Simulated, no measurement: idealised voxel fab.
process module | voxel tone inversion
cross-section cut | 230 nm wide | cells 5 nm
A cross-section is a grid of square cells, given in bands from the top down. A band is one or more rows of cells.
Each band's line starts with the height of the band's top and of its bottom, in nm. Then come its materials from left to right, each with its width in nm. One material with "throughout" fills the band from edge to edge. "air" is empty space.
Height 0 is the level under which the wafer as received is all one material. The lowest band goes on downwards, as in "0 down".
A width such as "30 to 40" changes by the same amount from each row of cells to the next, from the band's top row to its bottom row.
"no change" after a step means that no cell of the cross-section changed.
closed voids: empty space of 8 cells or more with no open way to the top, each as width x height at its distance from the left edge, in nm
after a step's settings: what the simulator itself notes on the step
overlay nm, on a step with a mask: how far to the right of its planned place the mask lay; to the left if negative
plan
1 op RECEIVE | material Si
2 op CONFORMAL_DEP | material SiN | thk nm 10
3 op DIRECTIONAL_DEP | material polySi | thk nm 15
4 op PATTERN | tone cover | mask id POSTS | material resist | width nm 20 | pitch nm 35 | thk nm 25 | overlay nm 0
5 op DIRECTIONAL_ETCH | etch materials polySi | depth nm 15
6 op STRIP | etch materials resist
7 op FILL_DEP | material lowk | thk nm 5
8 op CMP | height nm 25
9 op STRIP | etch materials polySi
10 op CONFORMAL_DEP | material TiN | thk nm 5
11 op FILL_DEP | material W | thk nm 5
12 op CMP | height nm 25
13 op CONFORMAL_DEP | material SiN | thk nm 5
first wafer, as planned
as received, after step 1
  0 down: Si throughout
  closed voids: none
after step 2
  10 to 0: SiN throughout
  below 0: unchanged
after step 3
  25 to 10: polySi throughout
  below 10: unchanged
after step 4
  50 to 25: air 85 | resist 20 | air 15 | resist 20 | air 90
  below 25: unchanged
after step 5
  50 to 25: air 85 | resist 20 | air 15 | resist 20 | air 90
  25 to 10: air 85 | polySi 20 | air 15 | polySi 20 | air 90
  below 10: unchanged
after step 6
  25 to 10: air 85 | polySi 20 | air 15 | polySi 20 | air 90
  below 10: unchanged
after step 7
  30 to 25: lowk throughout
  25 to 10: lowk 85 | polySi 20 | lowk 15 | polySi 20 | lowk 90
  below 10: unchanged
after step 8
  25 to 10: lowk 85 | polySi 20 | lowk 15 | polySi 20 | lowk 90
  below 10: unchanged
after step 9
  25 to 10: lowk 85 | air 20 | lowk 15 | air 20 | lowk 90
  below 10: unchanged
after step 10
  30 to 25: TiN 90 | air 10 | TiN 25 | air 10 | TiN 95
  25 to 15: lowk 85 | TiN 5 | air 10 | TiN 5 | lowk 15 | TiN 5 | air 10 | TiN 5 | lowk 90
  15 to 10: lowk 85 | TiN 20 | lowk 15 | TiN 20 | lowk 90
  below 10: unchanged
after step 11
  35 to 30: W throughout
  30 to 25: TiN 90 | W 10 | TiN 25 | W 10 | TiN 95
  25 to 15: lowk 85 | TiN 5 | W 10 | TiN 5 | lowk 15 | TiN 5 | W 10 | TiN 5 | lowk 90
  below 15: unchanged
after step 12
  25 to 15: lowk 85 | TiN 5 | W 10 | TiN 5 | lowk 15 | TiN 5 | W 10 | TiN 5 | lowk 90
  below 15: unchanged
after step 13
  30 to 25: SiN throughout
  below 25: unchanged
second wafer: like start, like plan, one mistake. Through step 3 it matches the first wafer
when step 4 should have ended
  50 to 25: air 75 | resist 20 | air 15 | resist 20 | air 100
  below 25: unchanged
when step 5 should have ended
  50 to 25: air 75 | resist 20 | air 15 | resist 20 | air 100
  25 to 10: air 75 | polySi 20 | air 15 | polySi 20 | air 100
  below 10: unchanged
when step 6 should have ended
  25 to 10: air 75 | polySi 20 | air 15 | polySi 20 | air 100
  below 10: unchanged
when step 7 should have ended
  30 to 25: lowk throughout
  25 to 10: lowk 75 | polySi 20 | lowk 15 | polySi 20 | lowk 100
  below 10: unchanged
when step 8 should have ended
  25 to 10: lowk 75 | polySi 20 | lowk 15 | polySi 20 | lowk 100
  below 10: unchanged
when step 9 should have ended
  25 to 10: lowk 75 | air 20 | lowk 15 | air 20 | lowk 100
  below 10: unchanged
when step 10 should have ended
  30 to 25: TiN 80 | air 10 | TiN 25 | air 10 | TiN 105
  25 to 15: lowk 75 | TiN 5 | air 10 | TiN 5 | lowk 15 | TiN 5 | air 10 | TiN 5 | lowk 100
  15 to 10: lowk 75 | TiN 20 | lowk 15 | TiN 20 | lowk 100
  below 10: unchanged
when step 11 should have ended
  35 to 30: W throughout
  30 to 25: TiN 80 | W 10 | TiN 25 | W 10 | TiN 105
  25 to 15: lowk 75 | TiN 5 | W 10 | TiN 5 | lowk 15 | TiN 5 | W 10 | TiN 5 | lowk 100
  below 15: unchanged
when step 12 should have ended
  25 to 15: lowk 75 | TiN 5 | W 10 | TiN 5 | lowk 15 | TiN 5 | W 10 | TiN 5 | lowk 100
  below 15: unchanged
when step 13 should have ended
  30 to 25: SiN throughout
  below 25: unchanged
what went wrong: step 4 ran as: op PATTERN | tone cover | mask id POSTS | material resist | width nm 20 | pitch nm 35 | thk nm 25 | overlay nm -10
at the end the second wafer has, in cells: as many of each material as the first, in other places
